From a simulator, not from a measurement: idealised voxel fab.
This is a process module. Its name is voxel wiring stack.
The cross-section on display is named cut; it measures 265 nm wide, and its cells are 5 nm squares.
Cross-sections here: square-cell grids, written as top-down lists of bands, a band being one or more rows of cells.
Basically the band line says how high the top is and how high the bottom is, in nm, and then what's in it from left to right, every material with its width in nm. Empty space shows up as "air", and if a single material carries "all across" it runs the full band edge to edge.
Note: height 0 marks the level under which the wafer is uniformly one material as received. Lowest band unbounded below, written "z 0 and below".
Width spec "30 to 40" -> top row of cells at first value, bottom row at second value, equal per-row change in between.
The cross-section has no changed cell in any step marked "nothing different".
Empty spaces counting at least 8 cells and having no open way to the top are listed in "Enclosed void entries". The notation width x height at distance is used for each, the distance being from the left edge and all three values in nm.
If you see something after the settings on a step's line, that's the simulator's own remark about that step.
On any step carrying a mask, the "overlay nm" setting, if present on the step's line, tells how far right of its planned place the mask lay; negative values point to the left.
-- The steps planned for the process are as follows
1: RECEIVE | material Si
2: CONFORMAL_DEP | material SiO2 | thk nm 15
3: CONFORMAL_DEP | material SiN | thk nm 5
4: DIRECTIONAL_DEP | material lowk | thk nm 15
5: PATTERN | tone open | mask id METAL_1 | material resist | width nm 25 | pitch nm 45 | thk nm 15 | overlay nm 0
6: DIRECTIONAL_ETCH | etch materials lowk | depth nm 15
7: DIRECTIONAL_ETCH | etch materials SiN | depth nm 5
8: STRIP | etch materials resist
9: CONFORMAL_DEP | material TiN | thk nm 5
10: FILL_DEP | material Cu | thk nm 5
11: CMP | height nm 35
12: EPI | material Ru | thk nm 5
13: FILL_DEP | material SiCN | thk nm 5
14: DIRECTIONAL_DEP | material SiO2 | thk nm 10
15: MASKED_ETCH | tone open | mask id PLUG_1 | width nm 15 | pitch nm 90 | etch materials SiO2 | depth nm 10 | overlay nm 0
16: MASKED_ETCH | tone open | mask id PLUG_1 | width nm 15 | pitch nm 90 | etch materials SiCN | depth nm 5 | overlay nm 0
17: EPI | material Ru | thk nm 10
18: EPI | material Ru | thk nm 5
19: CONFORMAL_DEP | material SiN | thk nm 5
20: DIRECTIONAL_DEP | material SiO2 | thk nm 20
21: MASKED_ETCH | tone open | mask id METAL_2 | width nm 25 | pitch nm 45 | etch materials SiO2 | depth nm 20 | overlay nm 0
22: MASKED_ETCH | tone open | mask id METAL_2 | width nm 25 | pitch nm 45 | etch materials SiN | depth nm 5 | overlay nm 0
23: CONFORMAL_DEP | material TiN | thk nm 5
24: FILL_DEP | material Cu | thk nm 10
25: CMP | height nm 80
26: CONFORMAL_DEP | material SiCN | thk nm 5
27: DIRECTIONAL_DEP | material SiO2 | thk nm 25
28: DIRECTIONAL_DEP | material aC | thk nm 10
29: PATTERN | tone open | mask id METAL_3 | material resist | width nm 25 | pitch nm 45 | thk nm 30 | overlay nm 0
30: DIRECTIONAL_ETCH | etch materials aC | depth nm 10
31: STRIP | etch materials resist
32: DIRECTIONAL_ETCH | etch materials SiO2 | depth nm 15
33: STRIP | etch materials aC
34: DIRECTIONAL_DEP | material aC | thk nm 10
35: PATTERN | tone open | mask id METAL_3_HOLES | material resist | width nm 15 | pitch nm 45 | thk nm 30 | overlay nm 0
36: DIRECTIONAL_ETCH | etch materials aC | depth nm 10
37: STRIP | etch materials resist
38: DIRECTIONAL_ETCH | etch materials SiO2 | depth nm 10
39: DIRECTIONAL_ETCH | etch materials SiCN | depth nm 5
40: STRIP | etch materials aC
41: CONFORMAL_DEP | material TiN | thk nm 5
42: FILL_DEP | material Cu | thk nm 10
43: CMP | height nm 110
44: CONFORMAL_DEP | material SiCN | thk nm 5
45: DIRECTIONAL_DEP | material SiO2 | thk nm 30
46: DIRECTIONAL_DEP | material aC | thk nm 10
47: PATTERN | tone open | mask id METAL_4_HOLES | material resist | width nm 15 | pitch nm 90 | thk nm 25 | overlay nm 0
48: DIRECTIONAL_ETCH | etch materials aC | depth nm 10
49: STRIP | etch materials resist
50: DIRECTIONAL_ETCH | etch materials SiO2 | depth nm 30
51: STRIP | etch materials aC
52: MASKED_ETCH | tone open | mask id METAL_4 | width nm 25 | pitch nm 45 | etch materials SiO2 | depth nm 20 | overlay nm 0
53: MASKED_ETCH | tone open | mask id METAL_4 | width nm 25 | pitch nm 45 | etch materials SiCN | depth nm 5 | overlay nm 0
54: CONFORMAL_DEP | material TiN | thk nm 5
55: FILL_DEP | material Ru | thk nm 10
56: CMP | height nm 145
57: CONFORMAL_DEP | material SiCN | thk nm 5
-- As-received state of the wafer in cross-section, equivalent to post-step 1
- z 0 and below | Si all across
- Enclosed void entries: none
-- Cross-section at module end, one run error; start and plan unchanged from above
- z 150 to 145 | SiCN all across
- z 145 to 130 | SiO2: 50 / TiN: 5 / Ru: 15 / TiN: 5 / SiO2: 20 / TiN: 5 / Ru: 15 / TiN: 5 / SiO2: 20 / TiN: 5 / Ru: 15 / TiN: 5 / SiO2: 20 / TiN: 5 / Ru: 15 / TiN: 5 / SiO2: 55
- z 130 to 125 | SiO2: 50 / TiN: 5 / Ru: 5 / TiN: 15 / SiO2: 20 / TiN: 25 / SiO2: 20 / TiN: 5 / Ru: 5 / TiN: 15 / SiO2: 20 / TiN: 25 / SiO2: 55
- z 125 to 115 | SiO2: 50 / TiN: 5 / Ru: 5 / TiN: 5 / SiO2: 75 / TiN: 5 / Ru: 5 / TiN: 5 / SiO2: 110
- z 115 to 110 | SiCN: 50 / TiN: 15 / SiCN: 75 / TiN: 15 / SiCN: 110
- z 110 to 100 | SiO2: 50 / TiN: 5 / Cu: 15 / TiN: 5 / SiO2: 20 / TiN: 5 / Cu: 15 / TiN: 5 / SiO2: 20 / TiN: 5 / Cu: 15 / TiN: 5 / SiO2: 20 / TiN: 5 / Cu: 15 / TiN: 5 / SiO2: 55
- z 100 to 95 | SiO2: 50 / TiN: 5 / Cu: 5 / TiN: 15 / SiO2: 20 / TiN: 5 / Cu: 5 / TiN: 15 / SiO2: 20 / TiN: 5 / Cu: 5 / TiN: 15 / SiO2: 20 / TiN: 5 / Cu: 5 / TiN: 15 / SiO2: 55
- z 95 to 85 | SiO2: 50 / TiN: 5 / Cu: 5 / TiN: 5 / SiO2: 30 / TiN: 5 / Cu: 5 / TiN: 5 / SiO2: 30 / TiN: 5 / Cu: 5 / TiN: 5 / SiO2: 30 / TiN: 5 / Cu: 5 / TiN: 5 / SiO2: 65
- z 85 to 80 | SiCN: 50 / TiN: 15 / SiCN: 30 / TiN: 15 / SiCN: 30 / TiN: 15 / SiCN: 30 / TiN: 15 / SiCN: 65
- z 80 to 75 | Cu: 30 / TiN: 5 / SiO2: 15 / TiN: 5 / Cu: 15 / TiN: 5 / SiO2: 5 / TiN: 5 / Cu: 35 / TiN: 5 / SiO2: 15 / TiN: 5 / Cu: 15 / TiN: 5 / SiO2: 5 / TiN: 5 / Cu: 90
- z 75 to 70 | TiN: 35 / SiO2: 15 / TiN: 5 / Cu: 15 / TiN: 5 / SiO2: 5 / TiN: 20 / Cu: 15 / TiN: 10 / SiO2: 15 / TiN: 5 / Cu: 15 / TiN: 5 / SiO2: 5 / TiN: 20 / Cu: 15 / TiN: 60
- z 70 to 60 | SiO2: 50 / TiN: 5 / Cu: 15 / TiN: 5 / SiO2: 20 / TiN: 5 / Cu: 15 / TiN: 5 / SiO2: 20 / TiN: 5 / Cu: 15 / TiN: 5 / SiO2: 20 / TiN: 5 / Cu: 15 / TiN: 5 / SiO2: 55
- z 60 to 55 | SiO2: 35 / SiN: 15 / TiN: 25 / SiN: 5 / SiO2: 15 / TiN: 5 / Cu: 15 / TiN: 5 / SiO2: 5 / SiN: 15 / TiN: 25 / SiN: 5 / SiO2: 15 / TiN: 5 / Cu: 15 / TiN: 5 / SiO2: 55
- z 55 to 50 | SiO2: 35 / SiN: 5 / Ru: 35 / SiN: 5 / SiO2: 15 / TiN: 5 / Cu: 15 / TiN: 5 / SiO2: 5 / SiN: 5 / Ru: 35 / SiN: 5 / SiO2: 15 / TiN: 5 / Cu: 15 / TiN: 5 / SiO2: 55
- z 50 to 45 | SiN: 40 / Ru: 35 / SiN: 20 / TiN: 25 / SiN: 10 / Ru: 35 / SiN: 20 / TiN: 25 / SiN: 55
- z 45 to 40 | SiCN: 50 / Ru: 15 / SiCN: 75 / Ru: 15 / SiCN: 110
- z 40 to 35 | SiCN: 45 / Ru: 35 / SiCN: 10 / Ru: 35 / SiCN: 10 / Ru: 35 / SiCN: 10 / Ru: 35 / SiCN: 50
- z 35 to 20 | lowk: 50 / TiN: 5 / Cu: 15 / TiN: 5 / lowk: 20 / TiN: 5 / Cu: 15 / TiN: 5 / lowk: 20 / TiN: 5 / Cu: 15 / TiN: 5 / lowk: 20 / TiN: 5 / Cu: 15 / TiN: 5 / lowk: 55
- z 20 to 15 | SiN: 50 / TiN: 25 / SiN: 20 / TiN: 25 / SiN: 20 / TiN: 25 / SiN: 20 / TiN: 25 / SiN: 55
- z 15 to 0 | SiO2 all across
- z 0 and below | Si all across
- Enclosed void entries: none
What was the processing mistake? step 14 of the plan was bypassed and not carried out
